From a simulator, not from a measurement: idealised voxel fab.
You're looking at the process module voxel self aligned vias.
Square cell edge 5 nm, section width 205 nm, ID cut.
Reading order for cross-sections: top band down to bottom band. Underlying form: a grid of square cells. Band size: one or more rows of cells. Top, bottom (nm), then materials left to right with widths (nm); lone material tagged "full width" fills the whole band edge to edge; "blank" = empty space. Height reference: 0 = level under which incoming wafer is all one material. Lowest band: no bottom, runs on downward, e.g. "z 0 and below". With a width like "30 to 40", each row of cells in the band differs from the next by the same amount, the top row carrying the first number and the bottom row the second. Given "remained unchanged" for a step, no cell of the cross-section differs between before and after that step. For the entry "Trapped voids", the listed items are empty spaces with no open way to the top whose size is 8 cells or more; each item follows the pattern width x height at distance, where distance is from the left edge and all three are in nm. Step line, after settings: the simulator's comment on this step. "overlay nm" denotes, for a step that has a mask, the displacement of the mask to the right of its planned place, with negative values corresponding to the left.
The planned process steps are enumerated hereunder
step 1: RECEIVE with material Si
step 2: CONFORMAL_DEP with material SiO2, thk nm 15
step 3: CONFORMAL_DEP with material SiCN, thk nm 5
step 4: DIRECTIONAL_DEP with material SiO2, thk nm 25
step 5: MASKED_ETCH with tone open, mask id LINES, width nm 20, pitch nm 70, etch materials SiO2, depth nm 25, overlay nm 0
step 6: CONFORMAL_DEP with material TiN, thk nm 5
step 7: FILL_DEP with material W, thk nm 10
step 8: CMP with height nm 45
step 9: SELECTIVE_ETCH with etch materials W Ru TiN, depth nm 5
step 10: FILL_DEP with material SiN, thk nm 5
step 11: CMP with height nm 45
step 12: DIRECTIONAL_DEP with material SiO2, thk nm 15
step 13: PATTERN with tone open, mask id VIAS, material resist, width nm 40, thk nm 20, overlay nm 0
step 14: DIRECTIONAL_ETCH with etch materials SiO2, depth nm 15
step 15: DIRECTIONAL_ETCH with etch materials SiN, depth nm 5
step 16: STRIP with etch materials resist
step 17: CONFORMAL_DEP with material TiN, thk nm 5
step 18: FILL_DEP with material W, thk nm 5
step 19: CMP with height nm 60
step 20: CONFORMAL_DEP with material SiN, thk nm 5
Cross-section of the wafer at receipt, which is the condition after step 1
  z 0 and below: Si full width
  Trapped voids: none
Cross-section, end of module. Start: as above. Plan: as above. Execution: one mistake
  z 65 to 60: SiN full width
  z 60 to 50: SiO2: 45 / TiN: 5 / W: 30 / TiN: 5 / SiO2: 120
  z 50 to 45: SiO2: 45 / TiN: 40 / SiO2: 120
  z 45 to 40: SiO2: 55 / TiN: 20 / SiO2: 50 / TiN: 20 / SiO2: 60
  z 40 to 25: SiO2: 55 / TiN: 5 / W: 10 / TiN: 5 / SiO2: 50 / TiN: 5 / W: 10 / TiN: 5 / SiO2: 60
  z 25 to 20: SiO2: 55 / TiN: 20 / SiO2: 50 / TiN: 20 / SiO2: 60
  z 20 to 15: SiCN full width
  z 15 to 0: SiO2 full width
  z 0 and below: Si full width
  Trapped voids: none
what went wrong: off-plan run, step 10, actual operation and settings FILL_DEP with material TiN, thk nm 5
